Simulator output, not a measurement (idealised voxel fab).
process module | voxel tone inversion
cross-section cut | 155 nm wide | cells 5 nm
A cross-section is a grid of square cells, given in bands from the top down. A band is one or more rows of cells.
Each band's line starts with the height of the band's top and of its bottom, in nm. Then come its materials from left to right, each with its width in nm. One material with "throughout" fills the band from edge to edge. "air" is empty space.
Height 0 is the level under which the wafer as received is all one material. The lowest band goes on downwards, as in "0 down".
A width such as "30 to 40" changes by the same amount from each row of cells to the next, from the band's top row to its bottom row.
"no change" after a step means that no cell of the cross-section changed.
closed voids: empty space of 8 cells or more with no open way to the top, each as width x height at its distance from the left edge, in nm
after a step's settings: what the simulator itself notes on the step
overlay nm, on a step with a mask: how far to the right of its planned place the mask lay; to the left if negative
plan
1 op RECEIVE | material Si
2 op CONFORMAL_DEP | material SiN | thk nm 5
3 op DIRECTIONAL_DEP | material polySi | thk nm 25
4 op PATTERN | tone cover | mask id POSTS | material resist | width nm 25 | pitch nm 50 | thk nm 35 | overlay nm 0
5 op DIRECTIONAL_ETCH | etch materials polySi | depth nm 25
6 op STRIP | etch materials resist
7 op FILL_DEP | material lowk | thk nm 5
8 op CMP | height nm 30
9 op STRIP | etch materials polySi
10 op CONFORMAL_DEP | material TiN | thk nm 5
11 op FILL_DEP | material Ru | thk nm 10
12 op CMP | height nm 30
13 op CONFORMAL_DEP | material SiN | thk nm 5
varied across the wafers: thk nm of step 13. The plan shows the first wafer's value. All wafers start alike
first wafer as received, after step 1
  0 down: Si throughout
  closed voids: none
each wafer at the end: cells of each material gained (+) or lost (-) since it was received, then its closed voids
thk nm 5 | +36 Ru | +62 SiN | +39 TiN | +80 lowk | closed voids: none
thk nm 10 | +36 Ru | +93 SiN | +39 TiN | +80 lowk | closed voids: none
thk nm 15 | +36 Ru | +124 SiN | +39 TiN | +80 lowk | closed voids: none
thk nm 20 | +36 Ru | +155 SiN | +39 TiN | +80 lowk | closed voids: none
